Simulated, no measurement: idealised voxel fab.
Process module, titled voxel ribs on slabs
Cross-section cut: width 270 nm, square cells of 5 nm.
Notation: cross-section as square-cell grid; stated in bands, top first, going down; one or more cell rows per band.
Within each band entry, the heights of the top and of the bottom of the band appear first, in that order and in nm; the materials of the band then follow from left to right, each with its corresponding width in nm. The designation "full width" on a single material indicates that it fills the band from edge to edge; the designation "air" indicates empty space.
It should be noted that heights are counted from 0, beneath which the wafer as supplied is of one material throughout, and that the lowest band possesses no lower boundary but continues downward, as written in "z 0 and below".
Think of "30->40" as a width that walks from the first number to the second as you go down the band, top row to bottom row, taking equal-sized steps from row to row.
"nothing different", as given for a step, is the statement that not any cell of the cross-section underwent a change during that step.
Reported under the label "Closed internal cavities" are the empty spaces having no open way to the top and comprising 8 cells or more; the notation for each is width x height at distance, in which the distance is measured from the left edge and all three values are in nm.
The remark found on a step's line after its settings is issued by the simulator itself and pertains to that step.
overlay nm: mask right of planned place by this much (step with mask). Neg. = left.

**plan**
1. RECEIVE: material Si
2. DIRECTIONAL_DEP: material SiO2, thk nm 20
3. DIRECTIONAL_DEP: material polySi, thk nm 15
4. MASKED_ETCH: tone cover, mask id RIB, width nm 30, etch materials polySi, depth nm 5, overlay nm 0
5. PATTERN: tone cover, mask id SLAB, material resist, width nm 60, thk nm 15, overlay nm 0
6. DIRECTIONAL_ETCH: etch materials polySi, depth nm 10
7. STRIP: etch materials resist
8. FILL_DEP: material SiO2, thk nm 20
9. CMP: height nm 50
10. DIRECTIONAL_DEP: material W, thk nm 5
11. DIRECTIONAL_DEP: material aC, thk nm 10
12. PATTERN: tone cover, mask id HEATER, material resist, width nm 40, thk nm 25, overlay nm 0
13. DIRECTIONAL_ETCH: etch materials aC, depth nm 10
14. STRIP: etch materials resist
15. DIRECTIONAL_ETCH: etch materials W, depth nm 5
16. STRIP: etch materials aC
17. CONFORMAL_DEP: material SiO2, thk nm 5

**Cross-section of the wafer at receipt, which is the condition after step 1**
  z 0 and below | Si full width
  Closed internal cavities: none

**Starting wafer: above. Plan: above. Run: one mistake. Cross-section after the module: below**
  z 60 to 55 | air=110; SiO2=50; air=110
  z 55 to 50 | SiO2=115; W=40; SiO2=115
  z 50 to 35 | SiO2 full width
  z 35 to 30 | SiO2=115; polySi=30; SiO2=125
  z 30 to 20 | SiO2=105; polySi=60; SiO2=105
  z 20 to 0 | SiO2 full width
  z 0 and below | Si full width
  Closed internal cavities: none
Finding, execution versus plan: step 4 was not run as planned; what actually ran was MASKED_ETCH: tone cover, mask id RIB, width nm 30, etch materials polySi, depth nm 5, overlay nm -5
